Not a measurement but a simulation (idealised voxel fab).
Presented below is a process module, voxel wiring stack.
For reference, the cross-section in this document is cut, with width 265 nm and square cells of 5 nm.
Each cross-section below is a grid of square cells, stated as bands in top-down order, with one or more rows of cells making up each band. It is stipulated that each band's entry specify, in nanometres, the height of the top of the band and then that of its bottom, followed by the materials of the band in left-to-right sequence, each together with its width in nanometres. A single material marked by the word "full width" is understood to fill the band from edge to edge; the word "blank" is understood to denote empty space. It should be noted that heights are counted from 0, beneath which the wafer as supplied is of one material throughout, and that the lowest band possesses no lower boundary but continues downward, as written in "top 0, no bottom". A two-number width, for instance "30 to 40", indicates that the width is equal to the first number in the top row of the band and to the second number in the bottom row, and that it changes by a constant amount per row of cells. Take "left unchanged" at face value: in the step it is given for, the cross-section changed in none of its cells. Closed-off voids of 8+ cells (no open route to the top) go in "Voids, enclosed", written width x height at distance from the left edge, in nm. after a step's settings: what the simulator itself notes on the step. Steps that use a mask can have "overlay nm" on their line. It says how far the mask sat to the right of where it was meant to be. Negative means to the left.

## Intended process steps
- 1: RECEIVE: material Si
- 2: CONFORMAL_DEP: material SiO2, thk nm 15
- 3: DIRECTIONAL_DEP: material TiN, thk nm 5
- 4: DIRECTIONAL_DEP: material Ru, thk nm 20
- 5: MASKED_ETCH: tone cover, mask id METAL_1, width nm 30, pitch nm 50, etch materials Ru, depth nm 20, overlay nm 0
- 6: MASKED_ETCH: tone cover, mask id METAL_1, width nm 30, pitch nm 50, etch materials TiN, depth nm 5, overlay nm 0
- 7: FILL_DEP: material SiO2, thk nm 5
- 8: CMP: height nm 40
- 9: CONFORMAL_DEP: material SiCN, thk nm 5
- 10: DIRECTIONAL_DEP: material lowk, thk nm 15
- 11: MASKED_ETCH: tone open, mask id PLUG_1, width nm 15, pitch nm 100, etch materials lowk, depth nm 15, overlay nm 0
- 12: MASKED_ETCH: tone open, mask id PLUG_1, width nm 15, pitch nm 100, etch materials SiCN, depth nm 5, overlay nm 0
- 13: CONFORMAL_DEP: material TiN, thk nm 5
- 14: FILL_DEP: material Cu, thk nm 10
- 15: CMP: height nm 60
- 16: DIRECTIONAL_DEP: material TiN, thk nm 5
- 17: DIRECTIONAL_DEP: material Ru, thk nm 15
- 18: DIRECTIONAL_DEP: material aC, thk nm 15
- 19: PATTERN: tone cover, mask id METAL_2, material resist, width nm 30, pitch nm 50, thk nm 30, overlay nm 0
- 20: DIRECTIONAL_ETCH: etch materials aC, depth nm 15
- 21: STRIP: etch materials resist
- 22: DIRECTIONAL_ETCH: etch materials Ru, depth nm 15
- 23: DIRECTIONAL_ETCH: etch materials TiN, depth nm 5
- 24: STRIP: etch materials aC
- 25: CONFORMAL_DEP: material SiCN, thk nm 5
- 26: FILL_DEP: material lowk, thk nm 5
- 27: CMP: height nm 80
- 28: CONFORMAL_DEP: material SiCN, thk nm 5
- 29: DIRECTIONAL_DEP: material SiO2, thk nm 15
- 30: MASKED_ETCH: tone open, mask id PLUG_2, width nm 15, pitch nm 100, etch materials SiO2, depth nm 15, overlay nm -15
- 31: MASKED_ETCH: tone open, mask id PLUG_2, width nm 15, pitch nm 100, etch materials SiCN, depth nm 5, overlay nm 0
- 32: EPI: material Ru, thk nm 10
- 33: EPI: material Ru, thk nm 10
- 34: DIRECTIONAL_DEP: material TiN, thk nm 5
- 35: DIRECTIONAL_DEP: material Ru, thk nm 20
- 36: MASKED_ETCH: tone cover, mask id METAL_3, width nm 30, pitch nm 50, etch materials Ru, depth nm 20, overlay nm 0
- 37: MASKED_ETCH: tone cover, mask id METAL_3, width nm 30, pitch nm 50, etch materials TiN, depth nm 5, overlay nm 0
- 38: FILL_DEP: material SiO2, thk nm 5
- 39: CMP: height nm 125
- 40: CONFORMAL_DEP: material SiCN, thk nm 5
- 41: DIRECTIONAL_DEP: material lowk, thk nm 15
- 42: MASKED_ETCH: tone open, mask id PLUG_3, width nm 15, pitch nm 50, etch materials lowk, depth nm 15, overlay nm 0
- 43: MASKED_ETCH: tone open, mask id PLUG_3, width nm 15, pitch nm 50, etch materials SiCN, depth nm 5, overlay nm 0
- 44: EPI: material Ru, thk nm 10
- 45: EPI: material Ru, thk nm 10
- 46: CONFORMAL_DEP: material SiN, thk nm 5
- 47: DIRECTIONAL_DEP: material lowk, thk nm 15
- 48: MASKED_ETCH: tone open, mask id METAL_4, width nm 30, pitch nm 50, etch materials lowk, depth nm 15, overlay nm 0
- 49: MASKED_ETCH: tone open, mask id METAL_4, width nm 30, pitch nm 50, etch materials SiN, depth nm 5, overlay nm 0
- 50: CONFORMAL_DEP: material TiN, thk nm 5
- 51: FILL_DEP: material Ru, thk nm 10
- 52: CMP: height nm 165
- 53: CONFORMAL_DEP: material SiCN, thk nm 5
The value of overlay nm given for step 30 in the plan refers to the first wafer; the wafers vary in this setting and are alike at the start.

## Cross-section of the first of several wafers as received (after step 1)
	top 0, no bottom = Si full width
	Voids, enclosed: none

## each wafer at the end: cells of each material gained (+) or lost (-) since it was received, then its closed voids
overlay nm -15, +6 Cu, +360 Ru, +247 SiCN, +29 SiN, +608 SiO2, +138 TiN, +414 lowk, Voids, enclosed: none
overlay nm -10, +6 Cu, +380 Ru, +245 SiCN, +29 SiN, +590 SiO2, +138 TiN, +414 lowk, Voids, enclosed: none
overlay nm -5, +6 Cu, +382 Ru, +243 SiCN, +29 SiN, +590 SiO2, +138 TiN, +414 lowk, Voids, enclosed: none
overlay nm 0, +6 Cu, +384 Ru, +241 SiCN, +29 SiN, +590 SiO2, +138 TiN, +414 lowk, Voids, enclosed: none
overlay nm 5, +6 Cu, +382 Ru, +243 SiCN, +29 SiN, +590 SiO2, +138 TiN, +414 lowk, Voids, enclosed: none
overlay nm 10, +6 Cu, +380 Ru, +245 SiCN, +29 SiN, +590 SiO2, +138 TiN, +414 lowk, Voids, enclosed: none
overlay nm 15, +6 Cu, +360 Ru, +247 SiCN, +29 SiN, +608 SiO2, +138 TiN, +414 lowk, Voids, enclosed: none
